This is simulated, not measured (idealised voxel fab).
process module | voxel ribs on slabs
cross-section cut | 190 nm wide | cells 5 nm
A cross-section is a grid of square cells, given in bands from the top down. A band is one or more rows of cells.
Each band's line starts with the height of the band's top and of its bottom, in nm. Then come its materials from left to right, each with its width in nm. One material with "throughout" fills the band from edge to edge. "air" is empty space.
Height 0 is the level under which the wafer as received is all one material. The lowest band goes on downwards, as in "0 down".
A width such as "30 to 40" changes by the same amount from each row of cells to the next, from the band's top row to its bottom row.
"no change" after a step means that no cell of the cross-section changed.
closed voids: empty space of 8 cells or more with no open way to the top, each as width x height at its distance from the left edge, in nm
after a step's settings: what the simulator itself notes on the step
overlay nm, on a step with a mask: how far to the right of its planned place the mask lay; to the left if negative
plan
1 op RECEIVE | material Si
2 op DIRECTIONAL_DEP | material SiO2 | thk nm 25
3 op DIRECTIONAL_DEP | material SiN | thk nm 15
4 op PATTERN | tone cover | mask id RIB | material resist | width nm 25 | thk nm 20 | overlay nm 0
5 op DIRECTIONAL_ETCH | etch materials SiN | depth nm 10
6 op STRIP | etch materials resist
7 op MASKED_ETCH | tone cover | mask id SLAB | width nm 75 | etch materials SiN | depth nm 5 | overlay nm 0
8 op FILL_DEP | material SiO2 | thk nm 15
9 op CMP | height nm 50
10 op DIRECTIONAL_DEP | material W | thk nm 5
11 op PATTERN | tone cover | mask id HEATER | material resist | width nm 35 | thk nm 20 | overlay nm 0
12 op DIRECTIONAL_ETCH | etch materials W | depth nm 5
13 op STRIP | etch materials resist
14 op CONFORMAL_DEP | material SiN | thk nm 10
as received, after step 1
  0 down: Si throughout
  closed voids: none
first wafer at the end, as planned
  65 to 60: air 65 | SiN 55 | air 70
  60 to 55: SiN throughout
  55 to 50: SiN 75 | W 35 | SiN 80
  50 to 40: SiO2 throughout
  40 to 30: SiO2 80 | SiN 25 | SiO2 85
  30 to 25: SiO2 55 | SiN 75 | SiO2 60
  25 to 0: SiO2 throughout
  0 down: Si throughout
  closed voids: none
second wafer at the end: like start, like plan, one mistake
  65 to 60: air 65 | SiN 55 | air 70
  60 to 55: SiN throughout
  55 to 50: SiN 75 | W 35 | SiN 80
  50 to 40: SiO2 80 | SiN 25 | SiO2 85
  40 to 35: SiO2 55 | SiN 75 | SiO2 60
  35 to 25: SiN throughout
  25 to 0: SiO2 throughout
  0 down: Si throughout
  closed voids: none
what went wrong: step 3 ran as: op DIRECTIONAL_DEP | material SiN | thk nm 25
at the end the second wafer has, in cells: 76 more of SiN | 76 fewer of SiO2
